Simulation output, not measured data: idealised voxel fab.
You're looking at the process module voxel tone inversion.
The cross-section shown here is cut; it is 200 nm wide and divided into square cells measuring 5 nm on a side.
This document writes a cross-section as a grid whose cells are square, and gives it as bands, listed from the top down; one or more rows of cells form a band.
A band entry consists of two parts. The first gives the height of the band's top and the height of its bottom, in nm. The rest lists the band's materials from left to right, each with its width in nm. A single material labelled with the word "full width" fills the band from edge to edge, and the word "blank" marks empty space.
The level at which height equals 0 is the one under which the wafer, as it arrives, is entirely one material. No lower edge exists for the bottom band, which continues downward and is notated as in "0 and below".
Quick explanation for "30 to 40": the width changes in equal steps down the rows of cells, from the first number in the band's top row to the second number in its bottom row.
"no change occurred" for a step: no cell of the cross-section changed in that step.
What "Closed voids list" gives you is every empty space of 8 cells or more that is cut off from the top. Each appears as width x height at distance, with the distance taken from the left edge and width, height and distance all in nm.
Where a step's line continues beyond its settings, the continuation is a remark by the simulator itself on that step.
overlay nm: how far to the right of its planned place the mask lay on this masked step (negative: to the left).
# The following list gives the planned process steps
1: RECEIVE,material Si
2: CONFORMAL_DEP,material SiCN,thk nm 10
3: DIRECTIONAL_DEP,material polySi,thk nm 15
4: PATTERN,tone cover,mask id POSTS,material resist,width nm 25,pitch nm 55,thk nm 25,overlay nm 0
5: DIRECTIONAL_ETCH,etch materials polySi,depth nm 15
6: STRIP,etch materials resist
7: FILL_DEP,material lowk,thk nm 5
8: CMP,height nm 25
9: STRIP,etch materials polySi
10: CONFORMAL_DEP,material TiN,thk nm 5
11: FILL_DEP,material Ru,thk nm 10
12: CMP,height nm 25
13: CONFORMAL_DEP,material SiN,thk nm 5
# Cross-section: wafer on arrival = after step 1
> 0 and below  Si full width
> Closed voids list: none
# Cross-sectional view of the first of the two wafers upon completion of the module, processed in accordance with the plan
> 30 down to 25  SiN full width
> 25 down to 15  lowk (30)  TiN (5)  Ru (15)  TiN (5)  lowk (30)  TiN (5)  Ru (15)  TiN (5)  lowk (30)  TiN (5)  Ru (15)  TiN (5)  lowk (35)
> 15 down to 10  lowk (30)  TiN (25)  lowk (30)  TiN (25)  lowk (30)  TiN (25)  lowk (35)
> 10 down to 0  SiCN full width
> 0 and below  Si full width
> Closed voids list: none
# Same start, same plan as the first wafer - but one mistake in the run. Cross-section of the second of the two at the end of the module
> 30 down to 25  SiN full width
> 25 down to 0  SiCN full width
> 0 and below  Si full width
> Closed voids list: none
Against the plan, the run slipped here: step 3 was not run as planned; what actually ran was DIRECTIONAL_DEP,material SiCN,thk nm 15
Cell-count delta at end, second wafer over first, by material: Ru: 18 fewer | SiCN: 120 more | TiN: 27 fewer | lowk: 75 fewer
